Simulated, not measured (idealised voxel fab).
process module | voxel tone inversion
cross-section cut | 210 nm wide | cells 5 nm
A cross-section is a grid of square cells, given in bands from the top down. A band is one or more rows of cells.
Each band's line starts with the height of the band's top and of its bottom, in nm. Then come its materials from left to right, each with its width in nm. One material with "throughout" fills the band from edge to edge. "air" is empty space.
Height 0 is the level under which the wafer as received is all one material. The lowest band goes on downwards, as in "0 down".
A width such as "30 to 40" changes by the same amount from each row of cells to the next, from the band's top row to its bottom row.
"no change" after a step means that no cell of the cross-section changed.
closed voids: empty space of 8 cells or more with no open way to the top, each as width x height at its distance from the left edge, in nm
after a step's settings: what the simulator itself notes on the step
overlay nm, on a step with a mask: how far to the right of its planned place the mask lay; to the left if negative
plan
1 op RECEIVE | material Si
2 op CONFORMAL_DEP | material SiCN | thk nm 10
3 op DIRECTIONAL_DEP | material polySi | thk nm 15
4 op PATTERN | tone cover | mask id POSTS | material resist | width nm 15 | pitch nm 35 | thk nm 25 | overlay nm 0
5 op DIRECTIONAL_ETCH | etch materials polySi | depth nm 15
6 op STRIP | etch materials resist
7 op FILL_DEP | material lowk | thk nm 10
8 op CMP | height nm 25
9 op STRIP | etch materials polySi
10 op CONFORMAL_DEP | material TiN | thk nm 5
11 op FILL_DEP | material W | thk nm 5
12 op CMP | height nm 25
13 op CONFORMAL_DEP | material SiCN | thk nm 5
first wafer, as planned
as received, after step 1
  0 down: Si throughout
  closed voids: none
after step 2
  10 to 0: SiCN throughout
  below 0: unchanged
after step 3
  25 to 10: polySi throughout
  below 10: unchanged
after step 4
  50 to 25: air 80 | resist 15 | air 20 | resist 15 | air 80
  below 25: unchanged
after step 5
  50 to 25: air 80 | resist 15 | air 20 | resist 15 | air 80
  25 to 10: air 80 | polySi 15 | air 20 | polySi 15 | air 80
  below 10: unchanged
after step 6
  25 to 10: air 80 | polySi 15 | air 20 | polySi 15 | air 80
  below 10: unchanged
after step 7
  35 to 25: lowk throughout
  25 to 10: lowk 80 | polySi 15 | lowk 20 | polySi 15 | lowk 80
  below 10: unchanged
after step 8
  25 to 10: lowk 80 | polySi 15 | lowk 20 | polySi 15 | lowk 80
  below 10: unchanged
after step 9
  25 to 10: lowk 80 | air 15 | lowk 20 | air 15 | lowk 80
  below 10: unchanged
after step 10
  30 to 25: TiN 85 | air 5 | TiN 30 | air 5 | TiN 85
  25 to 15: lowk 80 | TiN 5 | air 5 | TiN 5 | lowk 20 | TiN 5 | air 5 | TiN 5 | lowk 80
  15 to 10: lowk 80 | TiN 15 | lowk 20 | TiN 15 | lowk 80
  below 10: unchanged
after step 11
  35 to 30: W throughout
  30 to 25: TiN 85 | W 5 | TiN 30 | W 5 | TiN 85
  25 to 15: lowk 80 | TiN 5 | W 5 | TiN 5 | lowk 20 | TiN 5 | W 5 | TiN 5 | lowk 80
  below 15: unchanged
after step 12
  25 to 15: lowk 80 | TiN 5 | W 5 | TiN 5 | lowk 20 | TiN 5 | W 5 | TiN 5 | lowk 80
  below 15: unchanged
after step 13
  30 to 25: SiCN throughout
  below 25: unchanged
second wafer: like start, like plan, one mistake. Through step 7 it matches the first wafer
when step 8 should have ended
  25 to 10: lowk 80 | polySi 15 | lowk 20 | polySi 15 | lowk 80
  below 10: unchanged
when step 9 should have ended
  25 to 10: lowk 80 | air 15 | lowk 20 | air 15 | lowk 80
  below 10: unchanged
when step 10 should have ended
  30 to 25: TiN 85 | air 5 | TiN 30 | air 5 | TiN 85
  25 to 15: lowk 80 | TiN 5 | air 5 | TiN 5 | lowk 20 | TiN 5 | air 5 | TiN 5 | lowk 80
  15 to 10: lowk 80 | TiN 15 | lowk 20 | TiN 15 | lowk 80
  below 10: unchanged
when step 11 should have ended
  35 to 30: W throughout
  30 to 25: TiN 85 | W 5 | TiN 30 | W 5 | TiN 85
  25 to 15: lowk 80 | TiN 5 | W 5 | TiN 5 | lowk 20 | TiN 5 | W 5 | TiN 5 | lowk 80
  below 15: unchanged
when step 12 should have ended
  25 to 15: lowk 80 | TiN 5 | W 5 | TiN 5 | lowk 20 | TiN 5 | W 5 | TiN 5 | lowk 80
  below 15: unchanged
when step 13 should have ended
  30 to 25: SiCN throughout
  below 25: unchanged
what went wrong: step 8 was run twice
at the end the two cross-sections are the same: no effect in what this model computes
